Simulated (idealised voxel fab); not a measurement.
You're looking at the process module voxel fin reveal.
Section cut is 180 nm wide and gridded with 5 nm square cells.
Notation: cross-section as square-cell grid; stated in bands, top first, going down; one or more cell rows per band. Band: top and bottom heights (nm) first, top before bottom; then materials from left to right, widths in nm. "all across" marks a sole material filling the band edge to edge. "blank" denotes empty space. Heights from 0 (as-received wafer is one material below). Bottom band endless downward, as "from 0 down". Width spec "30->40" -> top row of cells at first value, bottom row at second value, equal per-row change in between. Basically "stayed the same" means that step didn't change any cell in the cross-section. The entry titled "Sealed cavities" provides the empty spaces that have no open way to the top, restricted to those of 8 cells or more. Each is presented as width x height at distance, the distance being measured from the left edge, with all three in nm. Where a step's line continues beyond its settings, the continuation is a remark by the simulator itself on that step. overlay nm: step with mask; distance mask lay right of planned place; negative value = left of planned place.
# Process steps - plan
step 1: RECEIVE, material Si
step 2: CONFORMAL_DEP, material SiN, thk nm 10
step 3: DIRECTIONAL_DEP, material aC, thk nm 10
step 4: PATTERN, tone cover, mask id FINS, material resist, width nm 15, pitch nm 35, thk nm 30, overlay nm -15
step 5: DIRECTIONAL_ETCH, etch materials aC, depth nm 10
step 6: STRIP, etch materials resist
step 7: DIRECTIONAL_ETCH, etch materials SiN, depth nm 10
step 8: DIRECTIONAL_ETCH, etch materials Si, depth nm 40
step 9: STRIP, etch materials aC
step 10: FILL_DEP, material SiO2, thk nm 5
step 11: CMP, height nm 10
step 12: SELECTIVE_ETCH, etch materials SiO2, depth nm 25
step 13: STRIP, etch materials SiN
step 14: CONFORMAL_DEP, material SiO2, thk nm 5
Keep in mind the plan's value for the overlay nm of step 4 comes from the first wafer; the wafers don't share that setting, but they do share the same starting point.
# The first of several wafers in cross-section, exactly as it reached us after step 1
  from 0 down: Si all across
  Sealed cavities: none
# The first of several wafers, seen in cross-section after the module's last step, step 14
  from 5 to 0: blank: 25, then SiO2: 25, then blank: 10, then SiO2: 25, then blank: 10, then SiO2: 25, then blank: 60
  from 0 to -10: blank: 25, then SiO2: 5, then Si: 15, then SiO2: 5, then blank: 10, then SiO2: 5, then Si: 15, then SiO2: 5, then blank: 10, then SiO2: 5, then Si: 15, then SiO2: 5, then blank: 60
  from -10 to -40: SiO2: 30, then Si: 15, then SiO2: 20, then Si: 15, then SiO2: 20, then Si: 15, then SiO2: 65
  from -40 down: Si all across
  Sealed cavities: none
# The module's end: a cross-section of the last wafer
  from 5 to 0: blank: 55, then SiO2: 25, then blank: 10, then SiO2: 25, then blank: 10, then SiO2: 25, then blank: 30
  from 0 to -10: blank: 55, then SiO2: 5, then Si: 15, then SiO2: 5, then blank: 10, then SiO2: 5, then Si: 15, then SiO2: 5, then blank: 10, then SiO2: 5, then Si: 15, then SiO2: 5, then blank: 30
  from -10 to -40: SiO2: 60, then Si: 15, then SiO2: 20, then Si: 15, then SiO2: 20, then Si: 15, then SiO2: 35
  from -40 down: Si all across
  Sealed cavities: none
# Every row in this table is a wafer at the end of the module, and it gives, for each of the materials, the cells that wafer has gained (+) or lost (-) since it was received, then its closed voids
overlay nm -15; -216 Si; +189 SiO2; Sealed cavities: none
overlay nm -10; -216 Si; +189 SiO2; Sealed cavities: none
overlay nm -5; -216 Si; +189 SiO2; Sealed cavities: none
overlay nm 0; -216 Si; +189 SiO2; Sealed cavities: none
overlay nm 5; -216 Si; +189 SiO2; Sealed cavities: none
overlay nm 10; -216 Si; +189 SiO2; Sealed cavities: none
overlay nm 15; -216 Si; +189 SiO2; Sealed cavities: none
